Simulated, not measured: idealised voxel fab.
The document below concerns the process module designated voxel self aligned vias.
Each square cell in cross-section cut measures 5 nm, and the section as a whole is 275 nm wide.
How to read a cross-section here: the picture is a grid of square cells, written as bands going from the top down, and any band can span one or more rows of cells. Band: top and bottom heights (nm) first, top before bottom; then materials from left to right, widths in nm. "edge to edge" marks a sole material filling the band edge to edge. "blank" denotes empty space. Heights are expressed relative to 0, this being the level below which the as-received wafer comprises one material exclusively. The lowest band is unbounded in the downward direction and is denoted as in "z 0 and below". Per-row width for "30 to 40": begins at first number (top row of band), ends at second number (bottom row), increment between rows held constant. "all unchanged" (step): cross-section cells unchanged, all of them. "Voids, enclosed" lists enclosed empty spaces (at least 8 cells, no open path upward to the top), each as width x height at distance from the left edge, in nm. On a step's line, text after the settings is the simulator commenting on that step. The optional step-line setting "overlay nm" applies to steps with a mask and quantifies how far to the right of its planned location the mask lay, a negative value indicating leftward placement. The remainder of this document consists of a sequence of paired cross-sections. Each pair presents the cross-section prior to one process step together with the cross-section following it, the latter being rendered only as deep as the lowest band that underwent change. The intervening step, together with its settings, is stated beneath each pair. Because the pairs may originate from different runs of this module on the same starting wafer, a given pair is to be read as continuing from the preceding pair only where its entry headed "Pre-step view" so indicates.
# Pre-step view
	z 70 to 55 = resist (50), then blank (35), then resist (105), then blank (35), then resist (50)
	z 55 to 40 = SiO2 edge to edge
	z 40 to 35 = SiO2 (55), then SiN (20), then SiO2 (50), then SiN (20), then SiO2 (50), then SiN (20), then SiO2 (60)
	z 35 to 25 = SiO2 (55), then TiN (5), then W (10), then TiN (5), then SiO2 (50), then TiN (5), then W (10), then TiN (5), then SiO2 (50), then TiN (5), then W (10), then TiN (5), then SiO2 (60)
	z 25 to 20 = SiO2 (55), then TiN (20), then SiO2 (50), then TiN (20), then SiO2 (50), then TiN (20), then SiO2 (60)
	z 20 to 15 = SiCN edge to edge
	z 15 to 0 = SiO2 edge to edge
	z 0 and below = Si edge to edge
	Voids, enclosed: none
# State After Step
	z 70 to 55 = resist (50), then blank (35), then resist (105), then blank (35), then resist (50)
	z 55 to 40 = SiO2 (50), then blank (35), then SiO2 (105), then blank (35), then SiO2 (50)
	Below a height of 40, the structure has not been altered.
	Voids, enclosed: none
The step occurring between the two cross-sections depicted above is identified as DIRECTIONAL_ETCH, etch materials SiO2, depth nm 15
Pre-step view: equal to the after panel directly above.
# State After Step
	z 70 to 55 = resist (50), then blank (35), then resist (105), then blank (35), then resist (50)
	z 55 to 40 = SiO2 (50), then blank (35), then SiO2 (105), then blank (35), then SiO2 (50)
	z 40 to 35 = SiO2 (55), then blank (20), then SiO2 (50), then SiN (20), then SiO2 (50), then blank (20), then SiO2 (60)
	Below a height of 35, the structure has not been altered.
	Voids, enclosed: none
The step occurring between the two cross-sections depicted above is identified as DIRECTIONAL_ETCH, etch materials SiN, depth nm 5
Pre-step view: equal to the after panel directly above.
# State After Step
	z 55 to 40 = SiO2 (50), then blank (35), then SiO2 (105), then blank (35), then SiO2 (50)
	Below a height of 40, the structure has not been altered.
	Voids, enclosed: none
The step occurring between the two cross-sections depicted above is identified as STRIP, etch materials resist
Pre-step view: equal to the after panel directly above.
# State After Step
	z 60 to 55 = TiN (55), then blank (25), then TiN (115), then blank (25), then TiN (55)
	z 55 to 45 = SiO2 (50), then TiN (5), then blank (25), then TiN (5), then SiO2 (105), then TiN (5), then blank (25), then TiN (5), then SiO2 (50)
	z 45 to 40 = SiO2 (50), then TiN (10), then blank (10), then TiN (15), then SiO2 (105), then TiN (10), then blank (10), then TiN (15), then SiO2 (50)
	z 40 to 35 = SiO2 (55), then TiN (20), then SiO2 (50), then SiN (20), then SiO2 (50), then TiN (20), then SiO2 (60)
	Below a height of 35, the structure has not been altered.
	Voids, enclosed: none
The step occurring between the two cross-sections depicted above is identified as CONFORMAL_DEP, material TiN, thk nm 5
Pre-step view: equal to the after panel directly above.
# State After Step
	z 70 to 60 = Cu edge to edge
	z 60 to 55 = TiN (55), then Cu (25), then TiN (115), then Cu (25), then TiN (55)
	z 55 to 45 = SiO2 (50), then TiN (5), then Cu (25), then TiN (5), then SiO2 (105), then TiN (5), then Cu (25), then TiN (5), then SiO2 (50)
	z 45 to 40 = SiO2 (50), then TiN (10), then Cu (10), then TiN (15), then SiO2 (105), then TiN (10), then Cu (10), then TiN (15), then SiO2 (50)
	Below a height of 40, the structure has not been altered.
	Voids, enclosed: none
The step occurring between the two cross-sections depicted above is identified as FILL_DEP, material Cu, thk nm 10
Pre-step view: equal to the after panel directly above.
# State After Step
	z 55 to 45 = SiO2 (50), then TiN (5), then Cu (25), then TiN (5), then SiO2 (105), then TiN (5), then Cu (25), then TiN (5), then SiO2 (50)
	Below a height of 45, the structure has not been altered.
	Voids, enclosed: none
The step occurring between the two cross-sections depicted above is identified as CMP, height nm 55
Pre-step view: equal to the after panel directly above.
# State After Step
	z 60 to 55 = SiN edge to edge
	Below a height of 55, the structure has not been altered.
	Voids, enclosed: none
The step occurring between the two cross-sections depicted above is identified as CONFORMAL_DEP, material SiN, thk nm 5
# Pre-step view
	z 55 to 40 = SiO2 edge to edge
	z 40 to 35 = SiO2 (55), then SiN (20), then SiO2 (50), then SiN (20), then SiO2 (50), then SiN (20), then SiO2 (60)
	z 35 to 25 = SiO2 (55), then TiN (5), then W (10), then TiN (5), then SiO2 (50), then TiN (5), then W (10), then TiN (5), then SiO2 (50), then TiN (5), then W (10), then TiN (5), then SiO2 (60)
	z 25 to 20 = SiO2 (55), then TiN (20), then SiO2 (50), then TiN (20), then SiO2 (50), then TiN (20), then SiO2 (60)
	z 20 to 15 = SiCN edge to edge
	z 15 to 0 = SiO2 edge to edge
	z 0 and below = Si edge to edge
	Voids, enclosed: none
# State After Step
	z 70 to 55 = resist (35), then blank (40), then resist (100), then blank (40), then resist (60)
	Below a height of 55, the structure has not been altered.
	Voids, enclosed: none
The step occurring between the two cross-sections depicted above is identified as PATTERN, tone open, mask id VIAS, material resist, width nm 40, pitch nm 140, thk nm 15, overlay nm -10
Pre-step view: equal to the after panel directly above.
# State After Step
	z 70 to 55 = resist (35), then blank (40), then resist (100), then blank (40), then resist (60)
	z 55 to 40 = SiO2 (35), then blank (40), then SiO2 (100), then blank (40), then SiO2 (60)
	Below a height of 40, the structure has not been altered.
	Voids, enclosed: none
The step occurring between the two cross-sections depicted above is identified as DIRECTIONAL_ETCH, etch materials SiO2, depth nm 15
Pre-step view: equal to the after panel directly above.
# State After Step
	z 70 to 55 = resist (35), then blank (40), then resist (100), then blank (40), then resist (60)
	z 55 to 40 = SiO2 (35), then blank (40), then SiO2 (100), then blank (40), then SiO2 (60)
	z 40 to 35 = SiO2 (55), then blank (20), then SiO2 (50), then SiN (20), then SiO2 (50), then blank (20), then SiO2 (60)
	Below a height of 35, the structure has not been altered.
	Voids, enclosed: none
The step occurring between the two cross-sections depicted above is identified as DIRECTIONAL_ETCH, etch materials SiN, depth nm 5
Pre-step view: equal to the after panel directly above.
# State After Step
	z 55 to 40 = SiO2 (35), then blank (40), then SiO2 (100), then blank (40), then SiO2 (60)
	Below a height of 40, the structure has not been altered.
	Voids, enclosed: none
The step occurring between the two cross-sections depicted above is identified as STRIP, etch materials resist
Pre-step view: equal to the after panel directly above.
# State After Step
	z 60 to 55 = TiN (40), then blank (30), then TiN (110), then blank (30), then TiN (65)
	z 55 to 45 = SiO2 (35), then TiN (5), then blank (30), then TiN (5), then SiO2 (100), then TiN (5), then blank (30), then TiN (5), then SiO2 (60)
	z 45 to 40 = SiO2 (35), then TiN (25), then blank (10), then TiN (5), then SiO2 (100), then TiN (25), then blank (10), then TiN (5), then SiO2 (60)
	z 40 to 35 = SiO2 (55), then TiN (20), then SiO2 (50), then SiN (20), then SiO2 (50), then TiN (20), then SiO2 (60)
	Below a height of 35, the structure has not been altered.
	Voids, enclosed: none
The step occurring between the two cross-sections depicted above is identified as CONFORMAL_DEP, material TiN, thk nm 5
Pre-step view: equal to the after panel directly above.
# State After Step
	z 70 to 60 = Cu edge to edge
	z 60 to 55 = TiN (40), then Cu (30), then TiN (110), then Cu (30), then TiN (65)
	z 55 to 45 = SiO2 (35), then TiN (5), then Cu (30), then TiN (5), then SiO2 (100), then TiN (5), then Cu (30), then TiN (5), then SiO2 (60)
	z 45 to 40 = SiO2 (35), then TiN (25), then Cu (10), then TiN (5), then SiO2 (100), then TiN (25), then Cu (10), then TiN (5), then SiO2 (60)
	Below a height of 40, the structure has not been altered.
	Voids, enclosed: none
The step occurring between the two cross-sections depicted above is identified as FILL_DEP, material Cu, thk nm 10
Pre-step view: equal to the after panel directly above.
# State After Step
	z 55 to 45 = SiO2 (35), then TiN (5), then Cu (30), then TiN (5), then SiO2 (100), then TiN (5), then Cu (30), then TiN (5), then SiO2 (60)
	Below a height of 45, the structure has not been altered.
	Voids, enclosed: none
The step occurring between the two cross-sections depicted above is identified as CMP, height nm 55
Pre-step view: equal to the after panel directly above.
# State After Step
	z 60 to 55 = SiN edge to edge
	Below a height of 55, the structure has not been altered.
	Voids, enclosed: none
The step occurring between the two cross-sections depicted above is identified as CONFORMAL_DEP, material SiN, thk nm 5
# Pre-step view
	z 15 to 0 = SiO2 edge to edge
	z 0 and below = Si edge to edge
	Voids, enclosed: none
# State After Step
	z 20 to 15 = Cu edge to edge
	Below a height of 15, the structure has not been altered.
	Voids, enclosed: none
The step occurring between the two cross-sections depicted above is identified as CONFORMAL_DEP, material Cu, thk nm 5
Pre-step view: equal to the after panel directly above.
# State After Step
	z 40 to 20 = SiO2 edge to edge
	Below a height of 20, the structure has not been altered.
	Voids, enclosed: none
The step occurring between the two cross-sections depicted above is identified as DIRECTIONAL_DEP, material SiO2, thk nm 20
Pre-step view: equal to the after panel directly above.
# State After Step
	z 55 to 40 = resist (55), then blank (20), then resist (50), then blank (20), then resist (50), then blank (20), then resist (60)
	Below a height of 40, the structure has not been altered.
	Voids, enclosed: none
The step occurring between the two cross-sections depicted above is identified as PATTERN, tone open, mask id LINES, material resist, width nm 20, pitch nm 70, thk nm 15, overlay nm 0
Pre-step view: equal to the after panel directly above.
# State After Step
	z 55 to 40 = resist (55), then blank (20), then resist (50), then blank (20), then resist (50), then blank (20), then resist (60)
	z 40 to 20 = SiO2 (55), then blank (20), then SiO2 (50), then blank (20), then SiO2 (50), then blank (20), then SiO2 (60)
	Below a height of 20, the structure has not been altered.
	Voids, enclosed: none
The step occurring between the two cross-sections depicted above is identified as DIRECTIONAL_ETCH, etch materials SiO2, depth nm 20
Pre-step view: equal to the after panel directly above.
# State After Step
	z 40 to 20 = SiO2 (55), then blank (20), then SiO2 (50), then blank (20), then SiO2 (50), then blank (20), then SiO2 (60)
	Below a height of 20, the structure has not been altered.
	Voids, enclosed: none
The step occurring between the two cross-sections depicted above is identified as STRIP, etch materials resist
Pre-step view: equal to the after panel directly above.
# State After Step
	z 45 to 40 = TiN (60), then blank (10), then TiN (60), then blank (10), then TiN (60), then blank (10), then TiN (65)
	z 40 to 25 = SiO2 (55), then TiN (5), then blank (10), then TiN (5), then SiO2 (50), then TiN (5), then blank (10), then TiN (5), then SiO2 (50), then TiN (5), then blank (10), then TiN (5), then SiO2 (60)
	z 25 to 20 = SiO2 (55), then TiN (20), then SiO2 (50), then TiN (20), then SiO2 (50), then TiN (20), then SiO2 (60)
	Below a height of 20, the structure has not been altered.
	Voids, enclosed: none
The step occurring between the two cross-sections depicted above is identified as CONFORMAL_DEP, material TiN, thk nm 5
Pre-step view: equal to the after panel directly above.
# State After Step
	z 50 to 45 = W edge to edge
	z 45 to 40 = TiN (60), then W (10), then TiN (60), then W (10), then TiN (60), then W (10), then TiN (65)
	z 40 to 25 = SiO2 (55), then TiN (5), then W (10), then TiN (5), then SiO2 (50), then TiN (5), then W (10), then TiN (5), then SiO2 (50), then TiN (5), then W (10), then TiN (5), then SiO2 (60)
	Below a height of 25, the structure has not been altered.
	Voids, enclosed: none
The step occurring between the two cross-sections depicted above is identified as FILL_DEP, material W, thk nm 5
Pre-step view: equal to the after panel directly above.
# State After Step
	z 40 to 25 = SiO2 (55), then TiN (5), then W (10), then TiN (5), then SiO2 (50), then TiN (5), then W (10), then TiN (5), then SiO2 (50), then TiN (5), then W (10), then TiN (5), then SiO2 (60)
	Below a height of 25, the structure has not been altered.
	Voids, enclosed: none
The step occurring between the two cross-sections depicted above is identified as CMP, height nm 40
Pre-step view: equal to the after panel directly above.
# State After Step
	z 40 to 35 = SiO2 (55), then blank (20), then SiO2 (50), then blank (20), then SiO2 (50), then blank (20), then SiO2 (60)
	Below a height of 35, the structure has not been altered.
	Voids, enclosed: none
The step occurring between the two cross-sections depicted above is identified as SELECTIVE_ETCH, etch materials W Ru TiN, depth nm 5
Pre-step view: equal to the after panel directly above.
# State After Step
	z 45 to 40 = SiN edge to edge
	z 40 to 35 = SiO2 (55), then SiN (20), then SiO2 (50), then SiN (20), then SiO2 (50), then SiN (20), then SiO2 (60)
	Below a height of 35, the structure has not been altered.
	Voids, enclosed: none
The step occurring between the two cross-sections depicted above is identified as FILL_DEP, material SiN, thk nm 5
Pre-step view: equal to the after panel directly above.
# State After Step
	z 40 to 35 = SiO2 (55), then SiN (20), then SiO2 (50), then SiN (20), then SiO2 (50), then SiN (20), then SiO2 (60)
	Below a height of 35, the structure has not been altered.
	Voids, enclosed: none
The step occurring between the two cross-sections depicted above is identified as CMP, height nm 40
Pre-step view: equal to the after panel directly above.
# State After Step
	z 55 to 40 = SiO2 edge to edge
	Below a height of 40, the structure has not been altered.
	Voids, enclosed: none
The step occurring between the two cross-sections depicted above is identified as DIRECTIONAL_DEP, material SiO2, thk nm 15
Pre-step view: equal to the after panel directly above.
# State After Step
	z 70 to 55 = resist (45), then blank (40), then resist (100), then blank (40), then resist (50)
	Below a height of 55, the structure has not been altered.
	Voids, enclosed: none
The step occurring between the two cross-sections depicted above is identified as PATTERN, tone open, mask id VIAS, material resist, width nm 40, pitch nm 140, thk nm 15, overlay nm 0
Pre-step view: equal to the after panel directly above.
# State After Step
	z 70 to 55 = resist (45), then blank (40), then resist (100), then blank (40), then resist (50)
	z 55 to 40 = SiO2 (45), then blank (40), then SiO2 (100), then blank (40), then SiO2 (50)
	Below a height of 40, the structure has not been altered.
	Voids, enclosed: none
The step occurring between the two cross-sections depicted above is identified as DIRECTIONAL_ETCH, etch materials SiO2, depth nm 15
Pre-step view: equal to the after panel directly above.
# State After Step
	z 70 to 55 = resist (45), then blank (40), then resist (100), then blank (40), then resist (50)
	z 55 to 40 = SiO2 (45), then blank (40), then SiO2 (100), then blank (40), then SiO2 (50)
	z 40 to 35 = SiO2 (55), then blank (20), then SiO2 (50), then SiN (20), then SiO2 (50), then blank (20), then SiO2 (60)
	Below a height of 35, the structure has not been altered.
	Voids, enclosed: none
The step occurring between the two cross-sections depicted above is identified as DIRECTIONAL_ETCH, etch materials SiN, depth nm 5
Pre-step view: equal to the after panel directly above.
# State After Step
	z 55 to 40 = SiO2 (45), then blank (40), then SiO2 (100), then blank (40), then SiO2 (50)
	Below a height of 40, the structure has not been altered.
	Voids, enclosed: none
The step occurring between the two cross-sections depicted above is identified as STRIP, etch materials resist
Pre-step view: equal to the after panel directly above.
# State After Step
	z 60 to 55 = TiN (50), then blank (30), then TiN (110), then blank (30), then TiN (55)
	z 55 to 45 = SiO2 (45), then TiN (5), then blank (30), then TiN (5), then SiO2 (100), then TiN (5), then blank (30), then TiN (5), then SiO2 (50)
	z 45 to 40 = SiO2 (45), then TiN (15), then blank (10), then TiN (15), then SiO2 (100), then TiN (15), then blank (10), then TiN (15), then SiO2 (50)
	z 40 to 35 = SiO2 (55), then TiN (20), then SiO2 (50), then SiN (20), then SiO2 (50), then TiN (20), then SiO2 (60)
	Below a height of 35, the structure has not been altered.
	Voids, enclosed: none
The step occurring between the two cross-sections depicted above is identified as CONFORMAL_DEP, material TiN, thk nm 5
Pre-step view: equal to the after panel directly above.
# State After Step
	z 70 to 60 = Cu edge to edge
	z 60 to 55 = TiN (50), then Cu (30), then TiN (110), then Cu (30), then TiN (55)
	z 55 to 45 = SiO2 (45), then TiN (5), then Cu (30), then TiN (5), then SiO2 (100), then TiN (5), then Cu (30), then TiN (5), then SiO2 (50)
	z 45 to 40 = SiO2 (45), then TiN (15), then Cu (10), then TiN (15), then SiO2 (100), then TiN (15), then Cu (10), then TiN (15), then SiO2 (50)
	Below a height of 40, the structure has not been altered.
	Voids, enclosed: none
The step occurring between the two cross-sections depicted above is identified as FILL_DEP, material Cu, thk nm 10
Pre-step view: equal to the after panel directly above.
# State After Step
	z 55 to 45 = SiO2 (45), then TiN (5), then Cu (30), then TiN (5), then SiO2 (100), then TiN (5), then Cu (30), then TiN (5), then SiO2 (50)
	Below a height of 45, the structure has not been altered.
	Voids, enclosed: none
The step occurring between the two cross-sections depicted above is identified as CMP, height nm 55
Pre-step view: equal to the after panel directly above.
# State After Step
	z 60 to 55 = SiN edge to edge
	Below a height of 55, the structure has not been altered.
	Voids, enclosed: none
The step occurring between the two cross-sections depicted above is identified as CONFORMAL_DEP, material SiN, thk nm 5
# Pre-step view
	z 40 to 20 = SiO2 edge to edge
	z 20 to 15 = SiCN edge to edge
	z 15 to 0 = SiO2 edge to edge
	z 0 and below = Si edge to edge
	Voids, enclosed: none
# State After Step
	z 55 to 40 = blank (55), then resist (20), then blank (50), then resist (20), then blank (50), then resist (20), then blank (60)
	Below a height of 40, the structure has not been altered.
	Voids, enclosed: none
The step occurring between the two cross-sections depicted above is identified as PATTERN, tone cover, mask id LINES, material resist, width nm 20, pitch nm 70, thk nm 15, overlay nm 0
Pre-step view: equal to the after panel directly above.
# State After Step
	z 55 to 40 = blank (55), then resist (20), then blank (50), then resist (20), then blank (50), then resist (20), then blank (60)
	z 40 to 20 = blank (55), then SiO2 (20), then blank (50), then SiO2 (20), then blank (50), then SiO2 (20), then blank (60)
	Below a height of 20, the structure has not been altered.
	Voids, enclosed: none
The step occurring between the two cross-sections depicted above is identified as DIRECTIONAL_ETCH, etch materials SiO2, depth nm 20
Pre-step view: equal to the after panel directly above.
# State After Step
	z 40 to 20 = blank (55), then SiO2 (20), then blank (50), then SiO2 (20), then blank (50), then SiO2 (20), then blank (60)
	Below a height of 20, the structure has not been altered.
	Voids, enclosed: none
The step occurring between the two cross-sections depicted above is identified as STRIP, etch materials resist
Pre-step view: equal to the after panel directly above.
# State After Step
	z 45 to 40 = blank (50), then TiN (30), then blank (40), then TiN (30), then blank (40), then TiN (30), then blank (55)
	z 40 to 25 = blank (50), then TiN (5), then SiO2 (20), then TiN (5), then blank (40), then TiN (5), then SiO2 (20), then TiN (5), then blank (40), then TiN (5), then SiO2 (20), then TiN (5), then blank (55)
	z 25 to 20 = TiN (55), then SiO2 (20), then TiN (50), then SiO2 (20), then TiN (50), then SiO2 (20), then TiN (60)
	Below a height of 20, the structure has not been altered.
	Voids, enclosed: none
The step occurring between the two cross-sections depicted above is identified as CONFORMAL_DEP, material TiN, thk nm 5
Pre-step view: equal to the after panel directly above.
# State After Step
	z 50 to 45 = W edge to edge
	z 45 to 40 = W (50), then TiN (30), then W (40), then TiN (30), then W (40), then TiN (30), then W (55)
	z 40 to 25 = W (50), then TiN (5), then SiO2 (20), then TiN (5), then W (40), then TiN (5), then SiO2 (20), then TiN (5), then W (40), then TiN (5), then SiO2 (20), then TiN (5), then W (55)
	Below a height of 25, the structure has not been altered.
	Voids, enclosed: none
The step occurring between the two cross-sections depicted above is identified as FILL_DEP, material W, thk nm 5
Pre-step view: equal to the after panel directly above.
# State After Step
	z 40 to 25 = W (50), then TiN (5), then SiO2 (20), then TiN (5), then W (40), then TiN (5), then SiO2 (20), then TiN (5), then W (40), then TiN (5), then SiO2 (20), then TiN (5), then W (55)
	Below a height of 25, the structure has not been altered.
	Voids, enclosed: none
The step occurring between the two cross-sections depicted above is identified as CMP, height nm 40
Pre-step view: equal to the after panel directly above.
# State After Step
	z 40 to 35 = blank (55), then SiO2 (20), then blank (50), then SiO2 (20), then blank (50), then SiO2 (20), then blank (60)
	Below a height of 35, the structure has not been altered.
	Voids, enclosed: none
The step occurring between the two cross-sections depicted above is identified as SELECTIVE_ETCH, etch materials W Ru TiN, depth nm 5
Pre-step view: equal to the after panel directly above.
# State After Step
	z 45 to 40 = SiN edge to edge
	z 40 to 35 = SiN (55), then SiO2 (20), then SiN (50), then SiO2 (20), then SiN (50), then SiO2 (20), then SiN (60)
	Below a height of 35, the structure has not been altered.
	Voids, enclosed: none
The step occurring between the two cross-sections depicted above is identified as FILL_DEP, material SiN, thk nm 5
Pre-step view: equal to the after panel directly above.
# State After Step
	z 40 to 35 = SiN (55), then SiO2 (20), then SiN (50), then SiO2 (20), then SiN (50), then SiO2 (20), then SiN (60)
	Below a height of 35, the structure has not been altered.
	Voids, enclosed: none
The step occurring between the two cross-sections depicted above is identified as CMP, height nm 40
Pre-step view: equal to the after panel directly above.
# State After Step
	z 55 to 40 = SiO2 edge to edge
	Below a height of 40, the structure has not been altered.
	Voids, enclosed: none
The step occurring between the two cross-sections depicted above is identified as DIRECTIONAL_DEP, material SiO2, thk nm 15
Pre-step view: equal to the after panel directly above.
# State After Step
	z 70 to 55 = resist (45), then blank (40), then resist (100), then blank (40), then resist (50)
	Below a height of 55, the structure has not been altered.
	Voids, enclosed: none
The step occurring between the two cross-sections depicted above is identified as PATTERN, tone open, mask id VIAS, material resist, width nm 40, pitch nm 140, thk nm 15, overlay nm 0
Pre-step view: equal to the after panel directly above.
# State After Step
	z 70 to 55 = resist (45), then blank (40), then resist (100), then blank (40), then resist (50)
	z 55 to 40 = SiO2 (45), then blank (40), then SiO2 (100), then blank (40), then SiO2 (50)
	Below a height of 40, the structure has not been altered.
	Voids, enclosed: none
The step occurring between the two cross-sections depicted above is identified as DIRECTIONAL_ETCH, etch materials SiO2, depth nm 15
Pre-step view: equal to the after panel directly above.
# State After Step
	z 70 to 55 = resist (45), then blank (40), then resist (100), then blank (40), then resist (50)
	z 55 to 40 = SiO2 (45), then blank (40), then SiO2 (100), then blank (40), then SiO2 (50)
	z 40 to 35 = SiN (45), then blank (10), then SiO2 (20), then blank (10), then SiN (40), then SiO2 (20), then SiN (40), then blank (10), then SiO2 (20), then blank (10), then SiN (50)
	Below a height of 35, the structure has not been altered.
	Voids, enclosed: none
The step occurring between the two cross-sections depicted above is identified as DIRECTIONAL_ETCH, etch materials SiN, depth nm 5
Pre-step view: equal to the after panel directly above.
# State After Step
	z 55 to 40 = SiO2 (45), then blank (40), then SiO2 (100), then blank (40), then SiO2 (50)
	Below a height of 40, the structure has not been altered.
	Voids, enclosed: none
The step occurring between the two cross-sections depicted above is identified as STRIP, etch materials resist
Pre-step view: equal to the after panel directly above.
# State After Step
	z 60 to 55 = TiN (50), then blank (30), then TiN (110), then blank (30), then TiN (55)
	z 55 to 45 = SiO2 (45), then TiN (5), then blank (30), then TiN (5), then SiO2 (100), then TiN (5), then blank (30), then TiN (5), then SiO2 (50)
	z 45 to 40 = SiO2 (45), then TiN (40), then SiO2 (100), then TiN (40), then SiO2 (50)
	z 40 to 35 = SiN (45), then TiN (10), then SiO2 (20), then TiN (10), then SiN (40), then SiO2 (20), then SiN (40), then TiN (10), then SiO2 (20), then TiN (10), then SiN (50)
	Below a height of 35, the structure has not been altered.
	Voids, enclosed: none
The step occurring between the two cross-sections depicted above is identified as CONFORMAL_DEP, material TiN, thk nm 5
Pre-step view: equal to the after panel directly above.
# State After Step
	z 70 to 60 = Cu edge to edge
	z 60 to 55 = TiN (50), then Cu (30), then TiN (110), then Cu (30), then TiN (55)
	z 55 to 45 = SiO2 (45), then TiN (5), then Cu (30), then TiN (5), then SiO2 (100), then TiN (5), then Cu (30), then TiN (5), then SiO2 (50)
	Below a height of 45, the structure has not been altered.
	Voids, enclosed: none
The step occurring between the two cross-sections depicted above is identified as FILL_DEP, material Cu, thk nm 10
Pre-step view: equal to the after panel directly above.
# State After Step
	z 55 to 45 = SiO2 (45), then TiN (5), then Cu (30), then TiN (5), then SiO2 (100), then TiN (5), then Cu (30), then TiN (5), then SiO2 (50)
	Below a height of 45, the structure has not been altered.
	Voids, enclosed: none
The step occurring between the two cross-sections depicted above is identified as CMP, height nm 55
Pre-step view: equal to the after panel directly above.
# State After Step
	z 60 to 55 = SiN edge to edge
	Below a height of 55, the structure has not been altered.
	Voids, enclosed: none
The step occurring between the two cross-sections depicted above is identified as CONFORMAL_DEP, material SiN, thk nm 5
